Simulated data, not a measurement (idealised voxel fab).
Presented below is a process module, voxel self aligned vias.
FYI the section here is cut, 185 nm wide, cells are 5 nm squares.
A cross-section is written here as square cells arranged in a grid, and it is given in bands from the top down, each band taking up one or more rows of cells. Band entry format. Leading values: height of top, height of bottom, nm. Remainder: materials in left-to-right order, each with its width in nm. Special words: "all across" on a single material, which then fills the band edge to edge; "empty", empty space. Height 0 is the level under which the wafer as received is all one material. The lowest band goes on downwards, as in "0 and below". Graded width ("30 to 40"): value in top row of band = first number; value in bottom row = second number; row-to-row change constant. "all unchanged", as given for a step, is the statement that not any cell of the cross-section underwent a change during that step. "Voids, sealed" specifies each empty space that is not open to the top and that occupies no fewer than 8 cells, using the form width x height at distance, the distance measured from the left edge and all three quantities in nm. Note: text after step settings on the step line = simulator remark on that step. What "overlay nm" on a step's line means: if the step has a mask, that mask lay this far to the right of its planned place, or, when the value is negative, to the left.
-- Set out below are the planned steps of the process
1) RECEIVE | material Si
2) CONFORMAL_DEP | material SiO2 | thk nm 10
3) CONFORMAL_DEP | material SiCN | thk nm 5
4) DIRECTIONAL_DEP | material SiO2 | thk nm 30
5) DIRECTIONAL_DEP | material aC | thk nm 10
6) PATTERN | tone open | mask id LINES | material resist | width nm 20 | pitch nm 70 | thk nm 30 | overlay nm 0
7) DIRECTIONAL_ETCH | etch materials aC | depth nm 10
8) STRIP | etch materials resist
9) DIRECTIONAL_ETCH | etch materials SiO2 | depth nm 30
10) STRIP | etch materials aC
11) CONFORMAL_DEP | material TiN | thk nm 5
12) FILL_DEP | material W | thk nm 10
13) CMP | height nm 45
14) SELECTIVE_ETCH | etch materials W Ru TiN | depth nm 10
15) FILL_DEP | material SiN | thk nm 10
16) CMP | height nm 45
17) DIRECTIONAL_DEP | material SiO2 | thk nm 20
18) MASKED_ETCH | tone open | mask id VIAS | width nm 40 | pitch nm 70 | etch materials SiO2 | depth nm 20 | overlay nm 0
19) MASKED_ETCH | tone open | mask id VIAS | width nm 40 | pitch nm 70 | etch materials SiN | depth nm 10 | overlay nm 0
20) CONFORMAL_DEP | material TiN | thk nm 5
21) FILL_DEP | material Cu | thk nm 10
22) CMP | height nm 65
23) CONFORMAL_DEP | material SiCN | thk nm 5
-- Cross-section of the wafer at receipt, which is the condition after step 1
> 0 and below: Si all across
> Voids, sealed: none
-- The first of two wafers, cross-sectioned at the end of the module, with the run proceeding as planned
> 70 down to 65: SiCN all across
> 65 down to 50: 35 nm SiO2 / 5 nm TiN / 30 nm Cu / 5 nm TiN / 30 nm SiO2 / 5 nm TiN / 30 nm Cu / 5 nm TiN / 40 nm SiO2
> 50 down to 40: 35 to 45 nm SiO2 / 15 to 5 nm TiN / 10 nm Cu / 15 to 5 nm TiN / 30 to 50 nm SiO2 / 15 to 5 nm TiN / 10 nm Cu / 15 to 5 nm TiN / 40 to 50 nm SiO2
> 40 down to 35: 45 nm SiO2 / 20 nm TiN / 50 nm SiO2 / 20 nm TiN / 50 nm SiO2
> 35 down to 20: 45 nm SiO2 / 5 nm TiN / 10 nm W / 5 nm TiN / 50 nm SiO2 / 5 nm TiN / 10 nm W / 5 nm TiN / 50 nm SiO2
> 20 down to 15: 45 nm SiO2 / 20 nm TiN / 50 nm SiO2 / 20 nm TiN / 50 nm SiO2
> 15 down to 10: SiCN all across
> 10 down to 0: SiO2 all across
> 0 and below: Si all across
> Voids, sealed: none
-- Same start, same plan as the first wafer - but one mistake in the run. Cross-section of the second of the two at the end of the module
> 70 down to 65: SiCN all across
> 65 down to 40: 35 nm SiO2 / 5 nm TiN / 30 nm Cu / 5 nm TiN / 30 nm SiO2 / 5 nm TiN / 30 nm Cu / 5 nm TiN / 40 nm SiO2
> 40 down to 35: 35 nm SiO2 / 40 nm TiN / 30 nm SiO2 / 40 nm TiN / 40 nm SiO2
> 35 down to 25: 35 nm SiO2 / 15 nm TiN / 10 nm W / 15 nm TiN / 30 nm SiO2 / 15 nm TiN / 10 nm W / 15 nm TiN / 40 nm SiO2
> 25 down to 20: 45 nm SiO2 / 5 nm TiN / 10 nm W / 5 nm TiN / 50 nm SiO2 / 5 nm TiN / 10 nm W / 5 nm TiN / 50 nm SiO2
> 20 down to 15: 45 nm SiO2 / 20 nm TiN / 50 nm SiO2 / 20 nm TiN / 50 nm SiO2
> 15 down to 10: SiCN all across
> 10 down to 0: SiO2 all across
> 0 and below: Si all across
> Voids, sealed: none
Which mistake was made when the wafer was run? plan step 18 ran twice
Bottom line after processing is that, in cells, the second wafer is up or down on some materials versus the first: Cu: 16 more, SiO2: 32 fewer, TiN: 16 more
